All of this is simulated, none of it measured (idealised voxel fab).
process module | voxel transistor to metal
cross-section cut | 170 nm wide | cells 5 nm
A cross-section is a grid of square cells, given in bands from the top down. A band is one or more rows of cells.
Each band's line starts with the height of the band's top and of its bottom, in nm. Then come its materials from left to right, each with its width in nm. One material with "throughout" fills the band from edge to edge. "air" is empty space.
Height 0 is the level under which the wafer as received is all one material. The lowest band goes on downwards, as in "0 down".
A width such as "30 to 40" changes by the same amount from each row of cells to the next, from the band's top row to its bottom row.
"no change" after a step means that no cell of the cross-section changed.
closed voids: empty space of 8 cells or more with no open way to the top, each as width x height at its distance from the left edge, in nm
after a step's settings: what the simulator itself notes on the step
overlay nm, on a step with a mask: how far to the right of its planned place the mask lay; to the left if negative
plan
1 op RECEIVE | material Si
2 op CONFORMAL_DEP | material SiO2 | thk nm 5
3 op CONFORMAL_DEP | material SiN | thk nm 15
4 op PATTERN | tone cover | mask id ACTIVE | material resist | width nm 85 | thk nm 20 | overlay nm 0
5 op DIRECTIONAL_ETCH | etch materials SiN | depth nm 15
6 op DIRECTIONAL_ETCH | etch materials SiO2 | depth nm 5
7 op DIRECTIONAL_ETCH | etch materials Si | depth nm 25
8 op STRIP | etch materials resist
9 op OXIDIZE | depth nm 5
10 op FILL_DEP | material SiO2 | thk nm 5
11 op CMP | height nm 20
12 op SELECTIVE_ETCH | etch materials SiO2 | depth nm 5
13 op STRIP | etch materials SiN
14 op SELECTIVE_ETCH | etch materials SiO2 | depth nm 5
15 op OXIDIZE | depth nm 5
16 op DIRECTIONAL_DEP | material polySi | thk nm 25
17 op DIRECTIONAL_DEP | material SiCN | thk nm 15
18 op PATTERN | tone cover | mask id GATE | material resist | width nm 15 | thk nm 20 | overlay nm 0
19 op DIRECTIONAL_ETCH | etch materials SiCN | depth nm 25
20 op DIRECTIONAL_ETCH | etch materials polySi | depth nm 35
21 op STRIP | etch materials resist
22 op CONFORMAL_DEP | material SiN | thk nm 10
23 op DIRECTIONAL_ETCH | etch materials SiN | depth nm 10
24 op DIRECTIONAL_ETCH | etch materials SiO2 | depth nm 5
25 op DIRECTIONAL_ETCH | etch materials Si | depth nm 15
26 op EPI | material nSi | thk nm 15
27 op FILL_DEP | material SiO2 | thk nm 5
28 op CMP | height nm 40
29 op DIRECTIONAL_DEP | material SiO2 | thk nm 15
30 op MASKED_ETCH | tone open | mask id CONTACT | width nm 15 | pitch nm 60 | etch materials SiO2 | depth nm 60 | overlay nm 0
31 op CONFORMAL_DEP | material TiN | thk nm 5
32 op FILL_DEP | material Ru | thk nm 5
33 op CMP | height nm 55
34 op DIRECTIONAL_DEP | material TiN | thk nm 5
35 op DIRECTIONAL_DEP | material Ru | thk nm 15
36 op MASKED_ETCH | tone cover | mask id METAL_1 | width nm 15 | pitch nm 60 | etch materials Ru | depth nm 15 | overlay nm 0
37 op MASKED_ETCH | tone cover | mask id METAL_1 | width nm 15 | pitch nm 60 | etch materials TiN | depth nm 5 | overlay nm 0
38 op FILL_DEP | material lowk | thk nm 10
39 op CMP | height nm 75
40 op CONFORMAL_DEP | material SiCN | thk nm 5
41 op DIRECTIONAL_DEP | material SiO2 | thk nm 25
42 op PATTERN | tone open | mask id METAL_2 | material resist | width nm 15 | pitch nm 60 | thk nm 15 | overlay nm 0
43 op DIRECTIONAL_ETCH | etch materials SiO2 | depth nm 15
44 op STRIP | etch materials resist
45 op DIRECTIONAL_DEP | material aC | thk nm 15
46 op PATTERN | tone open | mask id METAL_2_HOLES | material resist | width nm 15 | pitch nm 60 | thk nm 35 | overlay nm 0
47 op DIRECTIONAL_ETCH | etch materials aC | depth nm 15
48 op STRIP | etch materials resist
49 op DIRECTIONAL_ETCH | etch materials SiO2 | depth nm 10
50 op DIRECTIONAL_ETCH | etch materials SiCN | depth nm 5
51 op STRIP | etch materials aC
52 op CONFORMAL_DEP | material TiN | thk nm 5
53 op FILL_DEP | material Ru | thk nm 5
54 op CMP | height nm 105
55 op CONFORMAL_DEP | material SiCN | thk nm 5
varied across the wafers: width nm of step 46. The plan shows the first wafer's value. All wafers start alike
first wafer as received, after step 1
  0 down: Si throughout
  closed voids: none
first wafer at the end, after step 55
  110 to 105: SiCN throughout
  105 to 80: SiO2 45 | TiN 5 | Ru 5 | TiN 5 | SiO2 45 | TiN 5 | Ru 5 | TiN 5 | SiO2 50
  80 to 75: SiCN 45 | TiN 15 | SiCN 45 | TiN 15 | SiCN 50
  75 to 60: lowk 45 | Ru 15 | lowk 45 | Ru 15 | lowk 50
  60 to 55: lowk 45 | TiN 15 | lowk 45 | TiN 15 | lowk 50
  55 to 40: SiO2 45 | TiN 5 | Ru 5 | TiN 5 | SiO2 45 | TiN 5 | Ru 5 | TiN 5 | SiO2 50
  40 to 25: SiO2 45 | TiN 5 | Ru 5 | TiN 5 | SiO2 5 | SiN 10 | SiCN 15 | SiN 10 | SiO2 5 | TiN 5 | Ru 5 | TiN 5 | SiO2 50
  25 to 15: SiO2 45 | TiN 5 | Ru 5 | TiN 5 | SiO2 5 | SiN 10 | polySi 15 | SiN 10 | SiO2 5 | TiN 5 | Ru 5 | TiN 5 | SiO2 50
  15 to 10: SiO2 45 | TiN 15 | SiO2 5 | SiN 10 | polySi 15 | SiN 10 | SiO2 5 | TiN 15 | SiO2 50
  10 to 0: SiO2 35 | SiN 10 | TiN 5 | nSi 15 | SiN 10 | polySi 15 | SiN 10 | nSi 15 | TiN 5 | SiN 10 | SiO2 40
  0 to -5: SiO2 45 | TiN 5 | nSi 15 | SiO2 35 | nSi 15 | TiN 5 | SiO2 50
  -5 to -20: SiO2 45 | nSi 20 | Si 35 | nSi 20 | SiO2 50
  -20 to -30: SiO2 45 | Si 75 | SiO2 50
  -30 down: Si throughout
  closed voids: none
last wafer at the end
  110 to 105: SiCN throughout
  105 to 95: SiO2 40 | TiN 5 to 10 | Ru 20 to 5 | TiN 5 to 15 | SiO2 30 | TiN 5 to 10 | Ru 20 to 5 | TiN 5 to 15 | SiO2 40
  95 to 80: SiO2 45 | TiN 5 | Ru 5 | TiN 5 | SiO2 45 | TiN 5 | Ru 5 | TiN 5 | SiO2 50
  80 to 75: SiCN 45 | TiN 15 | SiCN 45 | TiN 15 | SiCN 50
  75 to 60: lowk 45 | Ru 15 | lowk 45 | Ru 15 | lowk 50
  60 to 55: lowk 45 | TiN 15 | lowk 45 | TiN 15 | lowk 50
  55 to 40: SiO2 45 | TiN 5 | Ru 5 | TiN 5 | SiO2 45 | TiN 5 | Ru 5 | TiN 5 | SiO2 50
  40 to 25: SiO2 45 | TiN 5 | Ru 5 | TiN 5 | SiO2 5 | SiN 10 | SiCN 15 | SiN 10 | SiO2 5 | TiN 5 | Ru 5 | TiN 5 | SiO2 50
  25 to 15: SiO2 45 | TiN 5 | Ru 5 | TiN 5 | SiO2 5 | SiN 10 | polySi 15 | SiN 10 | SiO2 5 | TiN 5 | Ru 5 | TiN 5 | SiO2 50
  15 to 10: SiO2 45 | TiN 15 | SiO2 5 | SiN 10 | polySi 15 | SiN 10 | SiO2 5 | TiN 15 | SiO2 50
  10 to 0: SiO2 35 | SiN 10 | TiN 5 | nSi 15 | SiN 10 | polySi 15 | SiN 10 | nSi 15 | TiN 5 | SiN 10 | SiO2 40
  0 to -5: SiO2 45 | TiN 5 | nSi 15 | SiO2 35 | nSi 15 | TiN 5 | SiO2 50
  -5 to -20: SiO2 45 | nSi 20 | Si 35 | nSi 20 | SiO2 50
  -20 to -30: SiO2 45 | Si 75 | SiO2 50
  -30 down: Si throughout
  closed voids: none
each wafer at the end: cells of each material gained (+) or lost (-) since it was received, then its closed voids
width nm 15 | +44 Ru | -153 Si | +71 SiCN | +40 SiN | +501 SiO2 | +76 TiN | +112 lowk | +42 nSi | +15 polySi | closed voids: none
width nm 20 | +46 Ru | -153 Si | +71 SiCN | +40 SiN | +497 SiO2 | +78 TiN | +112 lowk | +42 nSi | +15 polySi | closed voids: none
width nm 25 | +48 Ru | -153 Si | +71 SiCN | +40 SiN | +493 SiO2 | +80 TiN | +112 lowk | +42 nSi | +15 polySi | closed voids: none
width nm 30 | +50 Ru | -153 Si | +71 SiCN | +40 SiN | +489 SiO2 | +82 TiN | +112 lowk | +42 nSi | +15 polySi | closed voids: none
